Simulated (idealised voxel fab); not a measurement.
process module | voxel fin reveal
cross-section cut | 170 nm wide | cells 5 nm
A cross-section is a grid of square cells, given in bands from the top down. A band is one or more rows of cells.
Each band's line starts with the height of the band's top and of its bottom, in nm. Then come its materials from left to right, each with its width in nm. One material with "throughout" fills the band from edge to edge. "air" is empty space.
Height 0 is the level under which the wafer as received is all one material. The lowest band goes on downwards, as in "0 down".
A width such as "30 to 40" changes by the same amount from each row of cells to the next, from the band's top row to its bottom row.
"no change" after a step means that no cell of the cross-section changed.
closed voids: empty space of 8 cells or more with no open way to the top, each as width x height at its distance from the left edge, in nm
after a step's settings: what the simulator itself notes on the step
overlay nm, on a step with a mask: how far to the right of its planned place the mask lay; to the left if negative
plan
1 op RECEIVE | material Si
2 op CONFORMAL_DEP | material SiN | thk nm 5
3 op PATTERN | tone cover | mask id FINS | material resist | width nm 15 | pitch nm 35 | thk nm 15 | overlay nm 0
4 op DIRECTIONAL_ETCH | etch materials SiN | depth nm 5
5 op DIRECTIONAL_ETCH | etch materials Si | depth nm 40
6 op STRIP | etch materials resist
7 op OXIDIZE | depth nm 5
8 op FILL_DEP | material SiO2 | thk nm 5
9 op CMP | height nm 5
10 op SELECTIVE_ETCH | etch materials SiO2 | depth nm 30
11 op STRIP | etch materials SiN
12 op CONFORMAL_DEP | material HfO2 | thk nm 5
as received, after step 1
  0 down: Si throughout
  closed voids: none
first wafer at the end, as planned
  5 to 0: air 40 | HfO2 15 | air 20 | HfO2 15 | air 20 | HfO2 15 | air 45
  0 to -20: air 40 | HfO2 5 | Si 5 | HfO2 5 | air 20 | HfO2 5 | Si 5 | HfO2 5 | air 20 | HfO2 5 | Si 5 | HfO2 5 | air 45
  -20 to -25: HfO2 45 | Si 5 | HfO2 30 | Si 5 | HfO2 30 | Si 5 | HfO2 50
  -25 to -45: SiO2 45 | Si 5 | SiO2 30 | Si 5 | SiO2 30 | Si 5 | SiO2 50
  -45 down: Si throughout
  closed voids: none
second wafer at the end: like start, like plan, one mistake
  10 to 5: air 35 | HfO2 25 | air 10 | HfO2 25 | air 10 | HfO2 25 | air 40
  5 to 0: air 35 | HfO2 5 | SiN 15 | HfO2 5 | air 10 | HfO2 5 | SiN 15 | HfO2 5 | air 10 | HfO2 5 | SiN 15 | HfO2 5 | air 40
  0 to -5: air 35 | HfO2 10 | Si 5 | HfO2 10 | air 10 | HfO2 10 | Si 5 | HfO2 10 | air 10 | HfO2 10 | Si 5 | HfO2 10 | air 40
  -5 to -40: air 40 | HfO2 5 | Si 5 | HfO2 5 | air 20 | HfO2 5 | Si 5 | HfO2 5 | air 20 | HfO2 5 | Si 5 | HfO2 5 | air 45
  -40 to -45: HfO2 45 | Si 5 | HfO2 30 | Si 5 | HfO2 30 | Si 5 | HfO2 50
  -45 down: Si throughout
  closed voids: none
what went wrong: step 11 ran as: op STRIP | etch materials SiO2
at the end the second wafer has, in cells: 42 more of HfO2 | 9 more of SiN | 124 fewer of SiO2
